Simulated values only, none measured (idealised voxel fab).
process module | voxel self aligned contacts
cross-section cut | 265 nm wide | cells 5 nm
A cross-section is a grid of square cells, given in bands from the top down. A band is one or more rows of cells.
Each band's line starts with the height of the band's top and of its bottom, in nm. Then come its materials from left to right, each with its width in nm. One material with "throughout" fills the band from edge to edge. "air" is empty space.
Height 0 is the level under which the wafer as received is all one material. The lowest band goes on downwards, as in "0 down".
A width such as "30 to 40" changes by the same amount from each row of cells to the next, from the band's top row to its bottom row.
"no change" after a step means that no cell of the cross-section changed.
closed voids: empty space of 8 cells or more with no open way to the top, each as width x height at its distance from the left edge, in nm
after a step's settings: what the simulator itself notes on the step
overlay nm, on a step with a mask: how far to the right of its planned place the mask lay; to the left if negative
plan
1 op RECEIVE | material Si
2 op CONFORMAL_DEP | material SiO2 | thk nm 5
3 op DIRECTIONAL_DEP | material polySi | thk nm 30
4 op DIRECTIONAL_DEP | material SiN | thk nm 15
5 op DIRECTIONAL_DEP | material aC | thk nm 15
6 op PATTERN | tone cover | mask id GATE | material resist | width nm 25 | pitch nm 50 | thk nm 30 | overlay nm 0
7 op DIRECTIONAL_ETCH | etch materials aC | depth nm 15
8 op STRIP | etch materials resist
9 op DIRECTIONAL_ETCH | etch materials SiN | depth nm 15
10 op DIRECTIONAL_ETCH | etch materials polySi | depth nm 30
11 op STRIP | etch materials aC
12 op CONFORMAL_DEP | material SiN | thk nm 5
13 op DIRECTIONAL_ETCH | etch materials SiN | depth nm 5
14 op FILL_DEP | material SiO2 | thk nm 15
15 op CMP | height nm 55
16 op DIRECTIONAL_DEP | material aC | thk nm 10
17 op PATTERN | tone open | mask id CONTACT | material resist | width nm 35 | thk nm 30 | overlay nm 0
18 op DIRECTIONAL_ETCH | etch materials aC | depth nm 10
19 op STRIP | etch materials resist
20 op DIRECTIONAL_ETCH | etch materials SiO2 | depth nm 55
21 op STRIP | etch materials aC
22 op CONFORMAL_DEP | material TiN | thk nm 5
23 op FILL_DEP | material W | thk nm 5
24 op CMP | height nm 55
25 op CONFORMAL_DEP | material SiN | thk nm 5
as received, after step 1
  0 down: Si throughout
  closed voids: none
first wafer at the end, as planned
  60 to 55: SiN throughout
  55 to 50: SiO2 115 | TiN 15 | W 5 | TiN 15 | SiO2 115
  50 to 35: SiO2 90 | SiN 35 | TiN 5 | W 5 | TiN 5 | SiN 35 | SiO2 90
  35 to 5: SiO2 90 | SiN 5 | polySi 25 | SiN 5 | TiN 5 | W 5 | TiN 5 | SiN 5 | polySi 25 | SiN 5 | SiO2 90
  5 to 0: SiO2 125 | TiN 15 | SiO2 125
  0 down: Si throughout
  closed voids: none
second wafer at the end: like start, like plan, one mistake
  60 to 55: SiN throughout
  55 to 50: SiO2 115 | TiN 15 | aC 5 | TiN 15 | SiO2 115
  50 to 35: SiO2 90 | SiN 35 | TiN 5 | aC 5 | TiN 5 | SiN 35 | SiO2 90
  35 to 5: SiO2 90 | SiN 5 | polySi 25 | SiN 5 | TiN 5 | aC 5 | TiN 5 | SiN 5 | polySi 25 | SiN 5 | SiO2 90
  5 to 0: SiO2 125 | TiN 15 | SiO2 125
  0 down: Si throughout
  closed voids: none
what went wrong: step 23 ran as: op FILL_DEP | material aC | thk nm 5
at the end the second wafer has, in cells: 10 fewer of W | 10 more of aC
